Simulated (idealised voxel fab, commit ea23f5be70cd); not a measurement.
Process module in this document: voxel lift off
This is section cut - it's 165 nm across, gridded in 5 nm square cells.
Notation: cross-section as square-cell grid; stated in bands, top first, going down; one or more cell rows per band.
For a band, the entry starts with two heights in nm, that of the top and then that of the bottom, and carries on with the band's materials in order from left to right, each alongside its width in nm; the word "everywhere" beside a single material means it fills the band edge to edge, and "empty" means empty space.
Heights are expressed relative to 0, this being the level below which the as-received wafer comprises one material exclusively. The lowest band is unbounded in the downward direction and is denoted as in "top 0, no bottom".
Think of "30->40" as a width that walks from the first number to the second as you go down the band, top row to bottom row, taking equal-sized steps from row to row.
"remained the same" for a step: no cell of the cross-section changed in that step.
Basically, "Enclosed internal voids" tells you about the enclosed voids: empty spaces with no open way to the top, 8 cells or bigger, each written width x height at distance, where distance is from the left edge, all in nm.
The remark found on a step's line after its settings is issued by the simulator itself and pertains to that step.
overlay nm: on a step with a mask, how far right of its planned place the mask lay; negative means left.
Pairs, read this way: before one process step on the one hand, after it on the other, the after cross-section ending at the lowest band that changed; the step between, settings included, beneath. Same starting wafer throughout, but possibly different runs of this module, so no pair continues from the pair above unless its entry headed "Pre-step section" says so.
-- Pre-step section
	top 0, no bottom  Si everywhere
	Enclosed internal voids: none
-- Structure After Step
	top 10, bottom 0  SiO2 everywhere
	At heights below 0, the structure remains unaltered.
	Enclosed internal voids: none
the step between: CONFORMAL_DEP,material SiO2,thk nm 10
Pre-step section: The cross-section prior to this step is the one presented after the step of the pair immediately above.
-- Structure After Step
	top 35, bottom 10  resist 30 nm | empty 15 nm | resist 15 nm | empty 15 nm | resist 15 nm | empty 15 nm | resist 15 nm | empty 15 nm | resist 30 nm
	At heights below 10, the structure remains unaltered.
	Enclosed internal voids: none
the step between: PATTERN,tone open,mask id LINES,material resist,width nm 15,pitch nm 30,thk nm 25,overlay nm 0
Pre-step section: The cross-section prior to this step is the one presented after the step of the pair immediately above.
-- Structure After Step
	top 50, bottom 35  Ru 30 nm | empty 15 nm | Ru 15 nm | empty 15 nm | Ru 15 nm | empty 15 nm | Ru 15 nm | empty 15 nm | Ru 30 nm
	top 35, bottom 25  resist 30 nm | empty 15 nm | resist 15 nm | empty 15 nm | resist 15 nm | empty 15 nm | resist 15 nm | empty 15 nm | resist 30 nm
	top 25, bottom 10  resist 30 nm | Ru 15 nm | resist 15 nm | Ru 15 nm | resist 15 nm | Ru 15 nm | resist 15 nm | Ru 15 nm | resist 30 nm
	At heights below 10, the structure remains unaltered.
	Enclosed internal voids: none
the step between: DIRECTIONAL_DEP,material Ru,thk nm 15
Pre-step section: The cross-section prior to this step is the one presented after the step of the pair immediately above.
-- Structure After Step
	top 25, bottom 10  empty 30 nm | Ru 15 nm | empty 15 nm | Ru 15 nm | empty 15 nm | Ru 15 nm | empty 15 nm | Ru 15 nm | empty 30 nm
	At heights below 10, the structure remains unaltered.
	Enclosed internal voids: none
the step between: STRIP,etch materials resist
Pre-step section: The cross-section prior to this step is the one presented after the step of the pair immediately above.
-- Structure After Step
	top 30, bottom 25  empty 25 nm | SiO2 25 nm | empty 5 nm | SiO2 25 nm | empty 5 nm | SiO2 25 nm | empty 5 nm | SiO2 25 nm | empty 25 nm
	top 25, bottom 15  empty 25 nm | SiO2 5 nm | Ru 15 nm | SiO2 5 nm | empty 5 nm | SiO2 5 nm | Ru 15 nm | SiO2 5 nm | empty 5 nm | SiO2 5 nm | Ru 15 nm | SiO2 5 nm | empty 5 nm | SiO2 5 nm | Ru 15 nm | SiO2 5 nm | empty 25 nm
	top 15, bottom 10  SiO2 30 nm | Ru 15 nm | SiO2 15 nm | Ru 15 nm | SiO2 15 nm | Ru 15 nm | SiO2 15 nm | Ru 15 nm | SiO2 30 nm
	At heights below 10, the structure remains unaltered.
	Enclosed internal voids: none
the step between: CONFORMAL_DEP,material SiO2,thk nm 5
-- Pre-step section
	top 0, no bottom  Si everywhere
	Enclosed internal voids: none
-- Structure After Step
	top 25, bottom 0  resist 30 nm | empty 15 nm | resist 15 nm | empty 15 nm | resist 15 nm | empty 15 nm | resist 15 nm | empty 15 nm | resist 30 nm
	At heights below 0, the structure remains unaltered.
	Enclosed internal voids: none
the step between: PATTERN,tone open,mask id LINES,material resist,width nm 15,pitch nm 30,thk nm 25,overlay nm 0
Pre-step section: The cross-section prior to this step is the one presented after the step of the pair immediately above.
-- Structure After Step
	top 40, bottom 25  Ru 30 nm | empty 15 nm | Ru 15 nm | empty 15 nm | Ru 15 nm | empty 15 nm | Ru 15 nm | empty 15 nm | Ru 30 nm
	top 25, bottom 15  resist 30 nm | empty 15 nm | resist 15 nm | empty 15 nm | resist 15 nm | empty 15 nm | resist 15 nm | empty 15 nm | resist 30 nm
	top 15, bottom 0  resist 30 nm | Ru 15 nm | resist 15 nm | Ru 15 nm | resist 15 nm | Ru 15 nm | resist 15 nm | Ru 15 nm | resist 30 nm
	At heights below 0, the structure remains unaltered.
	Enclosed internal voids: none
the step between: DIRECTIONAL_DEP,material Ru,thk nm 15
Pre-step section: The cross-section prior to this step is the one presented after the step of the pair immediately above.
-- Structure After Step
	top 15, bottom 0  empty 30 nm | Ru 15 nm | empty 15 nm | Ru 15 nm | empty 15 nm | Ru 15 nm | empty 15 nm | Ru 15 nm | empty 30 nm
	At heights below 0, the structure remains unaltered.
	Enclosed internal voids: none
the step between: STRIP,etch materials resist
Pre-step section: The cross-section prior to this step is the one presented after the step of the pair immediately above.
-- Structure After Step
	top 20, bottom 15  empty 25 nm | SiO2 25 nm | empty 5 nm | SiO2 25 nm | empty 5 nm | SiO2 25 nm | empty 5 nm | SiO2 25 nm | empty 25 nm
	top 15, bottom 5  empty 25 nm | SiO2 5 nm | Ru 15 nm | SiO2 5 nm | empty 5 nm | SiO2 5 nm | Ru 15 nm | SiO2 5 nm | empty 5 nm | SiO2 5 nm | Ru 15 nm | SiO2 5 nm | empty 5 nm | SiO2 5 nm | Ru 15 nm | SiO2 5 nm | empty 25 nm
	top 5, bottom 0  SiO2 30 nm | Ru 15 nm | SiO2 15 nm | Ru 15 nm | SiO2 15 nm | Ru 15 nm | SiO2 15 nm | Ru 15 nm | SiO2 30 nm
	At heights below 0, the structure remains unaltered.
	Enclosed internal voids: none
the step between: CONFORMAL_DEP,material SiO2,thk nm 5
-- Pre-step section
	top 35, bottom 10  resist 30 nm | empty 15 nm | resist 15 nm | empty 15 nm | resist 15 nm | empty 15 nm | resist 15 nm | empty 15 nm | resist 30 nm
	top 10, bottom 0  SiO2 everywhere
	top 0, no bottom  Si everywhere
	Enclosed internal voids: none
-- Structure After Step
	top 40, bottom 35  Ru 30 nm | empty 15 nm | Ru 15 nm | empty 15 nm | Ru 15 nm | empty 15 nm | Ru 15 nm | empty 15 nm | Ru 30 nm
	top 35, bottom 15  resist 30 nm | empty 15 nm | resist 15 nm | empty 15 nm | resist 15 nm | empty 15 nm | resist 15 nm | empty 15 nm | resist 30 nm
	top 15, bottom 10  resist 30 nm | Ru 15 nm | resist 15 nm | Ru 15 nm | resist 15 nm | Ru 15 nm | resist 15 nm | Ru 15 nm | resist 30 nm
	At heights below 10, the structure remains unaltered.
	Enclosed internal voids: none
the step between: DIRECTIONAL_DEP,material Ru,thk nm 5
Pre-step section: The cross-section prior to this step is the one presented after the step of the pair immediately above.
-- Structure After Step
	top 15, bottom 10  empty 30 nm | Ru 15 nm | empty 15 nm | Ru 15 nm | empty 15 nm | Ru 15 nm | empty 15 nm | Ru 15 nm | empty 30 nm
	At heights below 10, the structure remains unaltered.
	Enclosed internal voids: none
the step between: STRIP,etch materials resist
Pre-step section: The cross-section prior to this step is the one presented after the step of the pair immediately above.
-- Structure After Step
	top 20, bottom 15  empty 25 nm | SiO2 25 nm | empty 5 nm | SiO2 25 nm | empty 5 nm | SiO2 25 nm | empty 5 nm | SiO2 25 nm | empty 25 nm
	top 15, bottom 10  SiO2 30 nm | Ru 15 nm | SiO2 15 nm | Ru 15 nm | SiO2 15 nm | Ru 15 nm | SiO2 15 nm | Ru 15 nm | SiO2 30 nm
	At heights below 10, the structure remains unaltered.
	Enclosed internal voids: none
the step between: CONFORMAL_DEP,material SiO2,thk nm 5
-- Pre-step section
	top 10, bottom 0  SiO2 everywhere
	top 0, no bottom  Si everywhere
	Enclosed internal voids: none
-- Structure After Step
	top 35, bottom 10  resist 25 nm | empty 15 nm | resist 15 nm | empty 15 nm | resist 15 nm | empty 15 nm | resist 15 nm | empty 15 nm | resist 35 nm
	At heights below 10, the structure remains unaltered.
	Enclosed internal voids: none
the step between: PATTERN,tone open,mask id LINES,material resist,width nm 15,pitch nm 30,thk nm 25,overlay nm -5
Pre-step section: The cross-section prior to this step is the one presented after the step of the pair immediately above.
-- Structure After Step
	top 50, bottom 35  Ru 25 nm | empty 15 nm | Ru 15 nm | empty 15 nm | Ru 15 nm | empty 15 nm | Ru 15 nm | empty 15 nm | Ru 35 nm
	top 35, bottom 25  resist 25 nm | empty 15 nm | resist 15 nm | empty 15 nm | resist 15 nm | empty 15 nm | resist 15 nm | empty 15 nm | resist 35 nm
	top 25, bottom 10  resist 25 nm | Ru 15 nm | resist 15 nm | Ru 15 nm | resist 15 nm | Ru 15 nm | resist 15 nm | Ru 15 nm | resist 35 nm
	At heights below 10, the structure remains unaltered.
	Enclosed internal voids: none
the step between: DIRECTIONAL_DEP,material Ru,thk nm 15
Pre-step section: The cross-section prior to this step is the one presented after the step of the pair immediately above.
-- Structure After Step
	top 25, bottom 10  empty 25 nm | Ru 15 nm | empty 15 nm | Ru 15 nm | empty 15 nm | Ru 15 nm | empty 15 nm | Ru 15 nm | empty 35 nm
	At heights below 10, the structure remains unaltered.
	Enclosed internal voids: none
the step between: STRIP,etch materials resist
Pre-step section: The cross-section prior to this step is the one presented after the step of the pair immediately above.
-- Structure After Step
	top 30, bottom 25  empty 20 nm | SiO2 25 nm | empty 5 nm | SiO2 25 nm | empty 5 nm | SiO2 25 nm | empty 5 nm | SiO2 25 nm | empty 30 nm
	top 25, bottom 15  empty 20 nm | SiO2 5 nm | Ru 15 nm | SiO2 5 nm | empty 5 nm | SiO2 5 nm | Ru 15 nm | SiO2 5 nm | empty 5 nm | SiO2 5 nm | Ru 15 nm | SiO2 5 nm | empty 5 nm | SiO2 5 nm | Ru 15 nm | SiO2 5 nm | empty 30 nm
	top 15, bottom 10  SiO2 25 nm | Ru 15 nm | SiO2 15 nm | Ru 15 nm | SiO2 15 nm | Ru 15 nm | SiO2 15 nm | Ru 15 nm | SiO2 35 nm
	At heights below 10, the structure remains unaltered.
	Enclosed internal voids: none
the step between: CONFORMAL_DEP,material SiO2,thk nm 5
-- Pre-step section
	top 25, bottom 10  empty 30 nm | Ru 15 nm | empty 15 nm | Ru 15 nm | empty 15 nm | Ru 15 nm | empty 15 nm | Ru 15 nm | empty 30 nm
	top 10, bottom 0  SiO2 everywhere
	top 0, no bottom  Si everywhere
	Enclosed internal voids: none
-- Structure After Step
	top 30, bottom 15  empty 25 nm | Ru 25 nm | empty 5 nm | Ru 25 nm | empty 5 nm | Ru 25 nm | empty 5 nm | Ru 25 nm | empty 25 nm
	top 15, bottom 10  Ru everywhere
	At heights below 10, the structure remains unaltered.
	Enclosed internal voids: none
the step between: CONFORMAL_DEP,material Ru,thk nm 5
-- Pre-step section
	top 10, bottom 0  SiO2 everywhere
	top 0, no bottom  Si everywhere
	Enclosed internal voids: none
-- Structure After Step
	top 35, bottom 10  empty 30 nm | resist 15 nm | empty 15 nm | resist 15 nm | empty 15 nm | resist 15 nm | empty 15 nm | resist 15 nm | empty 30 nm
	At heights below 10, the structure remains unaltered.
	Enclosed internal voids: none
the step between: PATTERN,tone cover,mask id LINES,material resist,width nm 15,pitch nm 30,thk nm 25,overlay nm 0
Pre-step section: The cross-section prior to this step is the one presented after the step of the pair immediately above.
-- Structure After Step
	top 50, bottom 35  empty 30 nm | Ru 15 nm | empty 15 nm | Ru 15 nm | empty 15 nm | Ru 15 nm | empty 15 nm | Ru 15 nm | empty 30 nm
	top 35, bottom 25  empty 30 nm | resist 15 nm | empty 15 nm | resist 15 nm | empty 15 nm | resist 15 nm | empty 15 nm | resist 15 nm | empty 30 nm
	top 25, bottom 10  Ru 30 nm | resist 15 nm | Ru 15 nm | resist 15 nm | Ru 15 nm | resist 15 nm | Ru 15 nm | resist 15 nm | Ru 30 nm
	At heights below 10, the structure remains unaltered.
	Enclosed internal voids: none
the step between: DIRECTIONAL_DEP,material Ru,thk nm 15
Pre-step section: The cross-section prior to this step is the one presented after the step of the pair immediately above.
-- Structure After Step
	top 25, bottom 10  Ru 30 nm | empty 15 nm | Ru 15 nm | empty 15 nm | Ru 15 nm | empty 15 nm | Ru 15 nm | empty 15 nm | Ru 30 nm
	At heights below 10, the structure remains unaltered.
	Enclosed internal voids: none
the step between: STRIP,etch materials resist
Pre-step section: The cross-section prior to this step is the one presented after the step of the pair immediately above.
-- Structure After Step
	top 30, bottom 25  SiO2 35 nm | empty 5 nm | SiO2 25 nm | empty 5 nm | SiO2 25 nm | empty 5 nm | SiO2 25 nm | empty 5 nm | SiO2 35 nm
	top 25, bottom 15  Ru 30 nm | SiO2 5 nm | empty 5 nm | SiO2 5 nm | Ru 15 nm | SiO2 5 nm | empty 5 nm | SiO2 5 nm | Ru 15 nm | SiO2 5 nm | empty 5 nm | SiO2 5 nm | Ru 15 nm | SiO2 5 nm | empty 5 nm | SiO2 5 nm | Ru 30 nm
	top 15, bottom 10  Ru 30 nm | SiO2 15 nm | Ru 15 nm | SiO2 15 nm | Ru 15 nm | SiO2 15 nm | Ru 15 nm | SiO2 15 nm | Ru 30 nm
	At heights below 10, the structure remains unaltered.
	Enclosed internal voids: none
the step between: CONFORMAL_DEP,material SiO2,thk nm 5
